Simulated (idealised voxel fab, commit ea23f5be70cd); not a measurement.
Process module in this document: voxel gate over fins
Square cell edge 5 nm, section width 195 nm, ID cut.
Cross-section spec: square-cell grid; bands listed top down; each band is one or more rows. The entry gives the band's vertical extent as a top height and a bottom height in nm, then its horizontal make-up as materials from left to right, each with a width in nm. "empty" stands for empty space; a single material marked "full width" fills the band edge to edge. Measure heights from 0. That's the level where, below it, the as-received wafer is all one material. The lowest band is bottomless and extends downward; write it as in "from 0 down". The notation "30->40" denotes a width that varies across the rows of cells in the band, beginning at the first number in the top row, finishing at the second number in the bottom row, and changing by an identical amount from each row to the next. What does "no modification" mean for a step? It means no cell of the cross-section changed in that step. The label "Unvented cavities" introduces a list of the empty spaces, 8 cells or larger, that have no open way up to the top; each entry in it reads width x height at distance, where the distance is taken from the left edge and all three are stated in nm. Heads up: the bit after the settings on a step's line is the simulator's remark on that step. When a step includes a mask, the "overlay nm" setting on its line states how far to the right of its planned place that mask lay, and negative values state how far to the left.

-- These are the steps we planned for the process
step 1: RECEIVE [material Si]
step 2: CONFORMAL_DEP [material SiN] [thk nm 5]
step 3: PATTERN [tone cover] [mask id FINS] [material resist] [width nm 15] [pitch nm 40] [thk nm 15] [overlay nm 0]
step 4: DIRECTIONAL_ETCH [etch materials SiN] [depth nm 5]
step 5: DIRECTIONAL_ETCH [etch materials Si] [depth nm 40]
step 6: STRIP [etch materials resist]
step 7: FILL_DEP [material SiO2] [thk nm 10]
step 8: CMP [height nm 5]
step 9: SELECTIVE_ETCH [etch materials SiO2] [depth nm 20]
step 10: STRIP [etch materials SiN]
step 11: CONFORMAL_DEP [material HfO2] [thk nm 5]
step 12: CONFORMAL_DEP [material TiN] [thk nm 5]
step 13: CONFORMAL_DEP [material TiAl] [thk nm 5]
step 14: CONFORMAL_DEP [material TiN] [thk nm 5]
step 15: FILL_DEP [material W] [thk nm 15]
step 16: CMP [height nm 30]
step 17: CONFORMAL_DEP [material SiN] [thk nm 5]

-- Wafer cross-section on receipt, i.e. after step 1
> from 0 down = Si full width
> Unvented cavities: none

-- Run as planned - first of the two wafers cross-sectioned at the end of the module
> from 35 to 30 = SiN full width
> from 30 to 20 = W full width
> from 20 to 15 = 30 nm W, 135 nm TiN, 30 nm W
> from 15 to 10 = 30 nm W, 5 nm TiN, 125 nm TiAl, 5 nm TiN, 30 nm W
> from 10 to 5 = 30 nm W, 5 nm TiN, 5 nm TiAl, 35 nm TiN, 5 nm TiAl, 35 nm TiN, 5 nm TiAl, 35 nm TiN, 5 nm TiAl, 5 nm TiN, 30 nm W
> from 5 to 0 = 35 nm TiN, 5 nm TiAl, 5 nm TiN, 25 nm HfO2, 5 nm TiN, 5 nm TiAl, 5 nm TiN, 25 nm HfO2, 5 nm TiN, 5 nm TiAl, 5 nm TiN, 25 nm HfO2, 5 nm TiN, 5 nm TiAl, 35 nm TiN
> from 0 to -5 = 40 nm TiAl, 5 nm TiN, 5 nm HfO2, 15 nm Si, 5 nm HfO2, 5 nm TiN, 5 nm TiAl, 5 nm TiN, 5 nm HfO2, 15 nm Si, 5 nm HfO2, 5 nm TiN, 5 nm TiAl, 5 nm TiN, 5 nm HfO2, 15 nm Si, 5 nm HfO2, 5 nm TiN, 40 nm TiAl
> from -5 to -10 = 45 nm TiN, 5 nm HfO2, 15 nm Si, 5 nm HfO2, 15 nm TiN, 5 nm HfO2, 15 nm Si, 5 nm HfO2, 15 nm TiN, 5 nm HfO2, 15 nm Si, 5 nm HfO2, 45 nm TiN
> from -10 to -15 = 50 nm HfO2, 15 nm Si, 25 nm HfO2, 15 nm Si, 25 nm HfO2, 15 nm Si, 50 nm HfO2
> from -15 to -40 = 50 nm SiO2, 15 nm Si, 25 nm SiO2, 15 nm Si, 25 nm SiO2, 15 nm Si, 50 nm SiO2
> from -40 down = Si full width
> Unvented cavities: none

-- This is the second of the two wafers, cross-sectioned at the end of the module; it started exactly like the first and was given the same plan, but it was run with one mistake
> from 35 to 30 = SiN full width
> from 30 to 15 = W full width
> from 15 to 5 = 35 nm W, 125 nm TiN, 35 nm W
> from 5 to 0 = 35 nm W, 10 nm TiN, 25 nm HfO2, 15 nm TiN, 25 nm HfO2, 15 nm TiN, 25 nm HfO2, 10 nm TiN, 35 nm W
> from 0 to -10 = 45 nm TiN, 5 nm HfO2, 15 nm Si, 5 nm HfO2, 15 nm TiN, 5 nm HfO2, 15 nm Si, 5 nm HfO2, 15 nm TiN, 5 nm HfO2, 15 nm Si, 5 nm HfO2, 45 nm TiN
> from -10 to -15 = 50 nm HfO2, 15 nm Si, 25 nm HfO2, 15 nm Si, 25 nm HfO2, 15 nm Si, 50 nm HfO2
> from -15 to -40 = 50 nm SiO2, 15 nm Si, 25 nm SiO2, 15 nm Si, 25 nm SiO2, 15 nm Si, 50 nm SiO2
> from -40 down = Si full width
> Unvented cavities: none
Misprocessing identified: step 13 was left out
End of process, cell counts, second wafer against first, materials with more or fewer: TiAl -51, TiN +6, W +45
